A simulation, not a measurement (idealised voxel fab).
Name of the process module below: voxel double patterning
This is section cut - it's 190 nm across, gridded in 5 nm square cells.
Reading order for cross-sections: top band down to bottom band. Underlying form: a grid of square cells. Band size: one or more rows of cells. This entry defines a band. It first specifies the height of the band's top and the height of its bottom in nm, and then specifies the band's materials from left to right, stating each material with its width in nm. The word "all across" identifies a single material that fills the band from edge to edge, while the word "blank" identifies empty space. Heights are expressed relative to 0, this being the level below which the as-received wafer comprises one material exclusively. The lowest band is unbounded in the downward direction and is denoted as in "0 -> down". The expression "30 to 40" gives the width at the extremes of the band, the first number at its top row of cells and the second at its bottom row, with the width changing by equal amounts from each row to the next in between. It should be understood that the words "left unchanged", when stated for a given step, signify that the cross-section underwent no change in any of its cells during that step. For the entry "Trapped cavities", the listed items are empty spaces with no open way to the top whose size is 8 cells or more; each item follows the pattern width x height at distance, where distance is from the left edge and all three are in nm. after a step's settings: what the simulator itself notes on the step. overlay nm: where the mask lay relative to plan, measured to the right, on steps with a mask; negatives go left.

[These are the steps we planned for the process]
1) RECEIVE | material Si
2) CONFORMAL_DEP | material SiO2 | thk nm 5
3) DIRECTIONAL_DEP | material W | thk nm 15
4) DIRECTIONAL_DEP | material SiN | thk nm 5
5) MASKED_ETCH | tone open | mask id FIRST | width nm 15 | pitch nm 50 | etch materials SiN | depth nm 10 | overlay nm 0
6) PATTERN | tone open | mask id SECOND | material resist | width nm 15 | thk nm 20 | overlay nm 0
7) DIRECTIONAL_ETCH | etch materials SiN | depth nm 10
8) STRIP | etch materials resist
9) DIRECTIONAL_ETCH | etch materials W | depth nm 15
10) STRIP | etch materials SiN
Where the wafers of this document differ is in the thk nm of step 4; they start out the same, and the plan states the value that applied to the first wafer.

[The first of several wafers, as received after step 1, seen in section]
0 -> down | Si all across
Trapped cavities: none

[First of several wafers in cross-section at module end, following the final step, step 10]
20 -> 5 | W: 60; blank: 15; W: 10; blank: 15; W: 10; blank: 15; W: 65
5 -> 0 | SiO2 all across
0 -> down | Si all across
Trapped cavities: none

[Here's the last wafer cross-sectioned at the end of the module]
20 -> 5 | W all across
5 -> 0 | SiO2 all across
0 -> down | Si all across
Trapped cavities: none

[each wafer at the end: cells of each material gained (+) or lost (-) since it was received, then its closed voids]
thk nm 5 | +38 SiO2 | +87 W | Trapped cavities: none
thk nm 10 | +38 SiO2 | +87 W | Trapped cavities: none
thk nm 15 | +38 SiO2 | +114 W | Trapped cavities: none
thk nm 20 | +38 SiO2 | +114 W | Trapped cavities: none
thk nm 25 | +38 SiO2 | +114 W | Trapped cavities: none
